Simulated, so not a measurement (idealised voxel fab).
The process module that follows is named voxel double patterning.
cross-section cut | 215 nm wide | cells 5 nm
Cross-section format: a grid of square cells, given as bands from top to bottom; each band is one or more rows of cells.
This entry defines a band. It first specifies the height of the band's top and the height of its bottom in nm, and then specifies the band's materials from left to right, stating each material with its width in nm. The word "throughout" identifies a single material that fills the band from edge to edge, while the word "empty" identifies empty space.
We count height from 0. Below that, the starting wafer is all one material. The lowest band never ends at the bottom but goes on down; see "0 down" for how that is written.
Per-row width for "30..40": begins at first number (top row of band), ends at second number (bottom row), increment between rows held constant.
Given "remained unchanged" for a step, no cell of the cross-section differs between before and after that step.
In "Closed internal voids" the enclosed voids are listed, meaning empty spaces of 8 cells or larger without any opening to the top. The form is width x height at distance, distance from the left edge, units nm.
Post-settings text on a step line: simulator's own remark regarding the step.
"overlay nm" denotes, for a step that has a mask, the displacement of the mask to the right of its planned place, with negative values corresponding to the left.

[Set out below are the planned steps of the process]
| 1 | RECEIVE: material Si |
| 2 | CONFORMAL_DEP: material SiO2, thk nm 5 |
| 3 | DIRECTIONAL_DEP: material TiN, thk nm 20 |
| 4 | DIRECTIONAL_DEP: material SiCN, thk nm 5 |
| 5 | PATTERN: tone open, mask id FIRST, material resist, width nm 15, pitch nm 50, thk nm 15, overlay nm 0 |
| 6 | DIRECTIONAL_ETCH: etch materials SiCN, depth nm 5 |
| 7 | STRIP: etch materials resist |
| 8 | PATTERN: tone open, mask id SECOND, material resist, width nm 15, thk nm 20, overlay nm 0 |
| 9 | DIRECTIONAL_ETCH: etch materials SiCN, depth nm 5 |
| 10 | STRIP: etch materials resist |
| 11 | DIRECTIONAL_ETCH: etch materials TiN, depth nm 20 |
| 12 | STRIP: etch materials SiCN |

[This is the cross-section of the wafer as we received it, i.e. after step 1]
    0 down = Si throughout
    Closed internal voids: none

[First of two wafers, end-of-module section, run followed plan]
    25 to 5 = TiN 75 nm, then empty 15 nm, then TiN 10 nm, then empty 15 nm, then TiN 10 nm, then empty 15 nm, then TiN 75 nm
    5 to 0 = SiO2 throughout
    0 down = Si throughout
    Closed internal voids: none

[Second of two wafers, module complete, sectioned: it shares the first wafer's start and plan but was run with one mistake]
    25 to 5 = empty 100 nm, then TiN 15 nm, then empty 100 nm
    5 to 0 = SiO2 throughout
    0 down = Si throughout
    Closed internal voids: none
Finding, execution versus plan: step 8 went in with a setting other than planned; the actual run was PATTERN: tone cover, mask id SECOND, material resist, width nm 15, thk nm 20, overlay nm 0
Upon completion, the second wafer contains, in terms of cells, a greater or smaller amount of certain materials than the first wafer: 124 fewer of TiN
